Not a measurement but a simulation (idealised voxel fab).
Herein follows the process module entitled voxel wiring stack.
Pictured: cross-section cut, 295 nm wide, on a grid of 5 nm square cells.
If you're reading a cross-section in this doc, picture square cells in a grid; it comes to you as bands, top ones listed first down to the bottom, and a band can be one or more rows of cells.
Top, bottom (nm), then materials left to right with widths (nm); lone material tagged "all across" fills the whole band edge to edge; "empty" = empty space.
Below 0: as-received wafer, all one material; heights counted from there. Lowest band: no bottom, goes on down, written "from 0 down".
Width: "30 to 40" (first number = top row, second number = bottom row, same change from row to row of cells).
The cross-section has no changed cell in any step marked "nothing different".
"Voids lacking openings" contains a list of empty spaces, each no smaller than 8 cells and without an open way to the top, written in the form width x height at distance with the distance from the left edge and all three in nm.
Heads up: the bit after the settings on a step's line is the simulator's remark on that step.
On any step carrying a mask, the "overlay nm" setting, if present on the step's line, tells how far right of its planned place the mask lay; negative values point to the left.
HERE'S WHAT THE PLANNED PROCESS STEPS LOOK LIKE
| 1 | RECEIVE (material Si) |
| 2 | CONFORMAL_DEP (material SiO2; thk nm 10) |
| 3 | CONFORMAL_DEP (material SiCN; thk nm 5) |
| 4 | DIRECTIONAL_DEP (material lowk; thk nm 25) |
| 5 | PATTERN (tone open; mask id METAL_1; material resist; width nm 25; pitch nm 45; thk nm 15; overlay nm 0) |
| 6 | DIRECTIONAL_ETCH (etch materials lowk; depth nm 25) |
| 7 | DIRECTIONAL_ETCH (etch materials SiCN; depth nm 5) |
| 8 | STRIP (etch materials resist) |
| 9 | CONFORMAL_DEP (material TiN; thk nm 5) |
| 10 | FILL_DEP (material Cu; thk nm 5) |
| 11 | CMP (height nm 40) |
| 12 | CONFORMAL_DEP (material SiCN; thk nm 5) |
| 13 | DIRECTIONAL_DEP (material lowk; thk nm 15) |
| 14 | DIRECTIONAL_DEP (material aC; thk nm 15) |
| 15 | PATTERN (tone open; mask id PLUG_1; material resist; width nm 15; thk nm 35; overlay nm 0) |
| 16 | DIRECTIONAL_ETCH (etch materials aC; depth nm 15) |
| 17 | STRIP (etch materials resist) |
| 18 | DIRECTIONAL_ETCH (etch materials lowk; depth nm 15) |
| 19 | DIRECTIONAL_ETCH (etch materials SiCN; depth nm 5) |
| 20 | STRIP (etch materials aC) |
| 21 | EPI (material Ru; thk nm 10) |
| 22 | EPI (material Ru; thk nm 10) |
| 23 | CONFORMAL_DEP (material SiCN; thk nm 5) |
| 24 | DIRECTIONAL_DEP (material lowk; thk nm 15) |
| 25 | PATTERN (tone open; mask id METAL_2; material resist; width nm 25; pitch nm 45; thk nm 20; overlay nm 0) |
| 26 | DIRECTIONAL_ETCH (etch materials lowk; depth nm 15) |
| 27 | DIRECTIONAL_ETCH (etch materials SiCN; depth nm 5) |
| 28 | STRIP (etch materials resist) |
| 29 | CONFORMAL_DEP (material TiN; thk nm 5) |
| 30 | FILL_DEP (material Ru; thk nm 5) |
| 31 | CMP (height nm 80) |
| 32 | CONFORMAL_DEP (material SiCN; thk nm 5) |
| 33 | DIRECTIONAL_DEP (material SiO2; thk nm 20) |
| 34 | PATTERN (tone open; mask id PLUG_2; material resist; width nm 15; thk nm 20; overlay nm 0) |
| 35 | DIRECTIONAL_ETCH (etch materials SiO2; depth nm 20) |
| 36 | DIRECTIONAL_ETCH (etch materials SiCN; depth nm 5) |
| 37 | STRIP (etch materials resist) |
| 38 | CONFORMAL_DEP (material TiN; thk nm 5) |
| 39 | FILL_DEP (material Cu; thk nm 5) |
| 40 | CMP (height nm 105) |
| 41 | DIRECTIONAL_DEP (material TiN; thk nm 5) |
| 42 | DIRECTIONAL_DEP (material Ru; thk nm 25) |
| 43 | DIRECTIONAL_DEP (material aC; thk nm 10) |
| 44 | PATTERN (tone cover; mask id METAL_3; material resist; width nm 25; pitch nm 45; thk nm 25; overlay nm 0) |
| 45 | DIRECTIONAL_ETCH (etch materials aC; depth nm 10) |
| 46 | STRIP (etch materials resist) |
| 47 | DIRECTIONAL_ETCH (etch materials Ru; depth nm 25) |
| 48 | DIRECTIONAL_ETCH (etch materials TiN; depth nm 5) |
| 49 | STRIP (etch materials aC) |
| 50 | CONFORMAL_DEP (material SiN; thk nm 5) |
| 51 | FILL_DEP (material SiO2; thk nm 5) |
| 52 | CMP (height nm 135) |
| 53 | CONFORMAL_DEP (material SiN; thk nm 5) |
CROSS-SECTIONAL VIEW OF THE WAFER IN ITS AS-RECEIVED CONDITION, CORRESPONDING TO THE STATE AFTER STEP 1
from 0 down  Si all across
Voids lacking openings: none
FIRST OF TWO WAFERS AT THE END OF THE MODULE, SHOWN IN CROSS-SECTION; RUN CARRIED OUT AS PLANNED
from 140 to 135  SiN all across
from 135 to 110  SiO2 105 nm  SiN 5 nm  Ru 25 nm  SiN 5 nm  SiO2 10 nm  SiN 5 nm  Ru 25 nm  SiN 5 nm  SiO2 110 nm
from 110 to 105  SiN 110 nm  TiN 25 nm  SiN 20 nm  TiN 25 nm  SiN 115 nm
from 105 to 85  SiO2 110 nm  TiN 5 nm  Cu 5 nm  TiN 5 nm  SiO2 170 nm
from 85 to 80  SiCN 110 nm  TiN 15 nm  SiCN 170 nm
from 80 to 65  lowk 110 nm  TiN 5 nm  Ru 15 nm  TiN 5 nm  lowk 20 nm  TiN 5 nm  Ru 15 nm  TiN 5 nm  lowk 115 nm
from 65 to 60  SiCN 110 nm  TiN 25 nm  SiCN 20 nm  TiN 25 nm  SiCN 115 nm
from 60 to 45  lowk 110 nm  Ru 15 nm  lowk 170 nm
from 45 to 40  SiCN 110 nm  Ru 15 nm  SiCN 170 nm
from 40 to 15  lowk 110 nm  TiN 5 nm  Cu 15 nm  TiN 5 nm  lowk 20 nm  TiN 5 nm  Cu 15 nm  TiN 5 nm  lowk 115 nm
from 15 to 10  SiCN 110 nm  TiN 25 nm  SiCN 20 nm  TiN 25 nm  SiCN 115 nm
from 10 to 0  SiO2 all across
from 0 down  Si all across
Voids lacking openings: none
CROSS-SECTION, WAFER TWO OF TWO, END OF MODULE: SAME START AND PLAN AS WAFER ONE, ONE ERROR IN EXECUTION
from 140 to 135  SiN all across
from 135 to 110  SiO2 105 nm  SiN 5 nm  Ru 25 nm  SiN 5 nm  SiO2 10 nm  SiN 5 nm  Ru 25 nm  SiN 5 nm  SiO2 110 nm
from 110 to 105  SiN 110 nm  TiN 25 nm  SiN 20 nm  TiN 25 nm  SiN 115 nm
from 105 to 85  SiO2 110 nm  TiN 5 nm  Cu 5 nm  TiN 5 nm  SiO2 170 nm
from 85 to 80  SiCN 110 nm  TiN 15 nm  SiCN 170 nm
from 80 to 65  Ru 105 nm  TiN 5 nm  lowk 25 nm  TiN 5 nm  Ru 10 nm  TiN 5 nm  lowk 25 nm  TiN 5 nm  Ru 110 nm
from 65 to 60  TiN 110 nm  SiCN 25 nm  TiN 20 nm  SiCN 25 nm  TiN 115 nm
from 60 to 45  lowk 110 nm  Ru 15 nm  lowk 170 nm
from 45 to 40  SiCN 110 nm  Ru 15 nm  SiCN 170 nm
from 40 to 15  lowk 110 nm  TiN 5 nm  Cu 15 nm  TiN 5 nm  lowk 20 nm  TiN 5 nm  Cu 15 nm  TiN 5 nm  lowk 115 nm
from 15 to 10  SiCN 110 nm  TiN 25 nm  SiCN 20 nm  TiN 25 nm  SiCN 115 nm
from 10 to 0  SiO2 all across
from 0 down  Si all across
Voids lacking openings: none
Against the plan, the run slipped here: note that step 25 departed from the planned setting and was carried out as PATTERN (tone cover; mask id METAL_2; material resist; width nm 25; pitch nm 45; thk nm 20; overlay nm 0)
Wafer comparison, final, in cells, second relative to first, materials more or fewer: 117 more of Ru; 39 fewer of SiCN; 39 more of TiN; 117 fewer of lowk
